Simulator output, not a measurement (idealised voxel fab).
voxel released beams: a process module
In the cross-section labelled cut, the width is 220 nm and each square cell is 5 nm.
Format of a cross-section: grid, square cells. Given as bands. Order: top down. Band: one or more rows of cells. Top, bottom (nm), then materials left to right with widths (nm); lone material tagged "everywhere" fills the whole band edge to edge; "empty" = empty space. Below 0: as-received wafer, all one material; heights counted from there. Lowest band: no bottom, goes on down, written "0 and below". Width: "30->40" (first number = top row, second number = bottom row, same change from row to row of cells). Reading "remained unchanged" for a step: not a cell of the cross-section changed in it. The entry "Sealed internal voids" lists the empty spaces that cover at least 8 cells and have no open path to the top. Each is written as width x height at distance, where the distance is measured from the left edge and all three values are in nm. It should be noted that, on the line of a given step, the content following the step's settings is a remark produced by the simulator itself with respect to that step. overlay nm: how far to the right of its planned place the mask lay on this masked step (negative: to the left).

# This section lists the process steps that were planned
- 1: RECEIVE | material Si
- 2: CONFORMAL_DEP | material SiN | thk nm 5
- 3: DIRECTIONAL_DEP | material SiO2 | thk nm 10
- 4: MASKED_ETCH | tone open | mask id ANCHOR | width nm 25 | etch materials SiO2 | depth nm 10 | overlay nm 0
- 5: CONFORMAL_DEP | material polySi | thk nm 10
- 6: MASKED_ETCH | tone cover | mask id BEAM | width nm 95 | etch materials polySi | depth nm 10 | overlay nm 0
- 7: STRIP | etch materials SiO2

# First of two wafers: run as planned

# So this is the incoming wafer in cross-section - it's already been through step 1
	0 and below | Si everywhere
	Sealed internal voids: none

# Once step 2 is through, the wafer looks like this in cross-section
	5 down to 0 | SiN everywhere
	No changes below 0.

# Once step 3 is through, the wafer looks like this in cross-section
	15 down to 5 | SiO2 everywhere
	No changes below 5.

# Once step 4 is through, the wafer looks like this in cross-section
	15 down to 5 | SiO2 65 nm  empty 25 nm  SiO2 130 nm
	No changes below 5.

# Once step 5 is through, the wafer looks like this in cross-section
	25 down to 15 | polySi 75 nm  empty 5 nm  polySi 140 nm
	15 down to 5 | SiO2 65 nm  polySi 25 nm  SiO2 130 nm
	No changes below 5.

# Once step 6 is through, the wafer looks like this in cross-section
	25 down to 15 | empty 60 nm  polySi 15 nm  empty 5 nm  polySi 75 nm  empty 65 nm
	No changes below 15.

# Once step 7 is through, the wafer looks like this in cross-section
	25 down to 15 | empty 60 nm  polySi 15 nm  empty 5 nm  polySi 75 nm  empty 65 nm
	15 down to 5 | empty 65 nm  polySi 25 nm  empty 130 nm
	No changes below 5.

# The Second Wafer: Common Origin and Plan, One Mistake in Execution, Identical to the First Through Step 5

# Cross-section, second wafer, at the end time the plan gives for step 6
	25 down to 15 | empty 65 nm  polySi 10 nm  empty 5 nm  polySi 80 nm  empty 60 nm
	No changes below 15.

# Cross-section, second wafer, at the end time the plan gives for step 7
	25 down to 15 | empty 65 nm  polySi 10 nm  empty 5 nm  polySi 80 nm  empty 60 nm
	15 down to 5 | empty 65 nm  polySi 25 nm  empty 130 nm
	No changes below 5.
Short version of what went wrong: step 6 deviated from plan and actually ran as MASKED_ETCH | tone cover | mask id BEAM | width nm 95 | etch materials polySi | depth nm 10 | overlay nm 5
At the end, the second wafer has the same number of cells of each material as the first, but those cells sit in other places.
